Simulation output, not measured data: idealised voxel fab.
You're looking at the process module voxel ribs on slabs.
The width of the displayed cross-section, cut, is 180 nm; its cells are square, with a size of 5 nm.
If you're reading a cross-section in this doc, picture square cells in a grid; it comes to you as bands, top ones listed first down to the bottom, and a band can be one or more rows of cells.
Heads up on the band format: heights come first, top then bottom, in nm. After that it's the materials left to right, each with its width in nm. A single material flagged "throughout" fills the whole band edge to edge, and "blank" means there's empty space there.
It should be noted that heights are counted from 0, beneath which the wafer as supplied is of one material throughout, and that the lowest band possesses no lower boundary but continues downward, as written in "0 and below".
Width "30 to 40": first value at the band's top row of cells, second value at its bottom row, equal change from row to row.
"no change occurred" -> step changed no cross-section cell.
In the "Unvented voids" entry, you get each enclosed empty space of 8 cells or more, one with no open way to the top, written width x height at distance, distance from the left edge, in nm.
On a step's line, text after the settings is the simulator commenting on that step.
What "overlay nm" on a step's line means: if the step has a mask, that mask lay this far to the right of its planned place, or, when the value is negative, to the left.

## The process steps that were planned are listed below
- 1: RECEIVE | material Si
- 2: DIRECTIONAL_DEP | material SiO2 | thk nm 30
- 3: DIRECTIONAL_DEP | material SiN | thk nm 25
- 4: DIRECTIONAL_DEP | material aC | thk nm 15
- 5: PATTERN | tone cover | mask id RIB | material resist | width nm 25 | thk nm 35 | overlay nm 0
- 6: DIRECTIONAL_ETCH | etch materials aC | depth nm 15
- 7: STRIP | etch materials resist
- 8: DIRECTIONAL_ETCH | etch materials SiN | depth nm 5
- 9: STRIP | etch materials aC
- 10: PATTERN | tone cover | mask id SLAB | material resist | width nm 65 | thk nm 15 | overlay nm 0
- 11: DIRECTIONAL_ETCH | etch materials SiN | depth nm 20
- 12: STRIP | etch materials resist
- 13: FILL_DEP | material SiO2 | thk nm 25
- 14: CMP | height nm 75
- 15: DIRECTIONAL_DEP | material TiN | thk nm 10
- 16: MASKED_ETCH | tone cover | mask id HEATER | width nm 35 | etch materials TiN | depth nm 10 | overlay nm 0
- 17: CONFORMAL_DEP | material SiN | thk nm 10

## The first of two wafers, run as planned

## Shown in cross-section is the wafer as received, that is, as it stands after step 1
0 and below = Si throughout
Unvented voids: none

## Once step 2 is through, the wafer looks like this in cross-section
30 down to 0 = SiO2 throughout
Nothing below the height 0 has changed.

## Once step 3 is through, the wafer looks like this in cross-section
55 down to 30 = SiN throughout
Nothing below the height 30 has changed.

## Once step 4 is through, the wafer looks like this in cross-section
70 down to 55 = aC throughout
Nothing below the height 55 has changed.

## Once step 5 is through, the wafer looks like this in cross-section
105 down to 70 = 75 blank  25 resist  80 blank
Nothing below the height 70 has changed.

## Once step 6 is through, the wafer looks like this in cross-section
90 down to 70 = 75 blank  25 resist  80 blank
70 down to 55 = 75 blank  25 aC  80 blank
Nothing below the height 55 has changed.

## Once step 7 is through, the wafer looks like this in cross-section
70 down to 55 = 75 blank  25 aC  80 blank
Nothing below the height 55 has changed.

## Once step 8 is through, the wafer looks like this in cross-section
70 down to 55 = 75 blank  25 aC  80 blank
55 down to 50 = 75 blank  25 SiN  80 blank
Nothing below the height 50 has changed.

## Once step 9 is through, the wafer looks like this in cross-section
55 down to 50 = 75 blank  25 SiN  80 blank
Nothing below the height 50 has changed.

## Once step 10 is through, the wafer looks like this in cross-section
70 down to 55 = 55 blank  65 resist  60 blank
55 down to 50 = 55 blank  20 resist  25 SiN  20 resist  60 blank
Nothing below the height 50 has changed.

## Once step 11 is through, the wafer looks like this in cross-section
70 down to 55 = 55 blank  65 resist  60 blank
55 down to 50 = 55 blank  20 resist  25 SiN  20 resist  60 blank
50 down to 30 = 55 blank  65 SiN  60 blank
Nothing below the height 30 has changed.

## Once step 12 is through, the wafer looks like this in cross-section
55 down to 50 = 75 blank  25 SiN  80 blank
Nothing below the height 50 has changed.

## Once step 13 is through, the wafer looks like this in cross-section
80 down to 55 = SiO2 throughout
55 down to 50 = 75 SiO2  25 SiN  80 SiO2
50 down to 30 = 55 SiO2  65 SiN  60 SiO2
Nothing below the height 30 has changed.

## Once step 14 is through, the wafer looks like this in cross-section
75 down to 55 = SiO2 throughout
Nothing below the height 55 has changed.

## Once step 15 is through, the wafer looks like this in cross-section
85 down to 75 = TiN throughout
Nothing below the height 75 has changed.

## Once step 16 is through, the wafer looks like this in cross-section
85 down to 75 = 70 blank  35 TiN  75 blank
Nothing below the height 75 has changed.

## Once step 17 is through, the wafer looks like this in cross-section
95 down to 85 = 60 blank  55 SiN  65 blank
85 down to 75 = 70 SiN  35 TiN  75 SiN
Nothing below the height 75 has changed.

## Second Wafer (Identical Start and Plan, One Processing Error; Matches First Wafer Through Step 9)

## when step 10 should have ended
70 down to 55 = 50 blank  75 resist  55 blank
55 down to 50 = 50 blank  25 resist  25 SiN  25 resist  55 blank
Nothing below the height 50 has changed.

## when step 11 should have ended
70 down to 55 = 50 blank  75 resist  55 blank
55 down to 50 = 50 blank  25 resist  25 SiN  25 resist  55 blank
50 down to 30 = 50 blank  75 SiN  55 blank
Nothing below the height 30 has changed.

## when step 12 should have ended
55 down to 50 = 75 blank  25 SiN  80 blank
Nothing below the height 50 has changed.

## when step 13 should have ended
80 down to 55 = SiO2 throughout
55 down to 50 = 75 SiO2  25 SiN  80 SiO2
50 down to 30 = 50 SiO2  75 SiN  55 SiO2
Nothing below the height 30 has changed.

## when step 14 should have ended
75 down to 55 = SiO2 throughout
Nothing below the height 55 has changed.

## when step 15 should have ended
85 down to 75 = TiN throughout
Nothing below the height 75 has changed.

## when step 16 should have ended
85 down to 75 = 70 blank  35 TiN  75 blank
Nothing below the height 75 has changed.

## when step 17 should have ended
95 down to 85 = 60 blank  55 SiN  65 blank
85 down to 75 = 70 SiN  35 TiN  75 SiN
Nothing below the height 75 has changed.
The mistake made against the process plan was this: step 10 ran as: PATTERN | tone cover | mask id SLAB | material resist | width nm 75 | thk nm 15 | overlay nm 0
Count the cells at the end and the second wafer has more or fewer of some materials than the first: SiN: 8 more | SiO2: 8 fewer
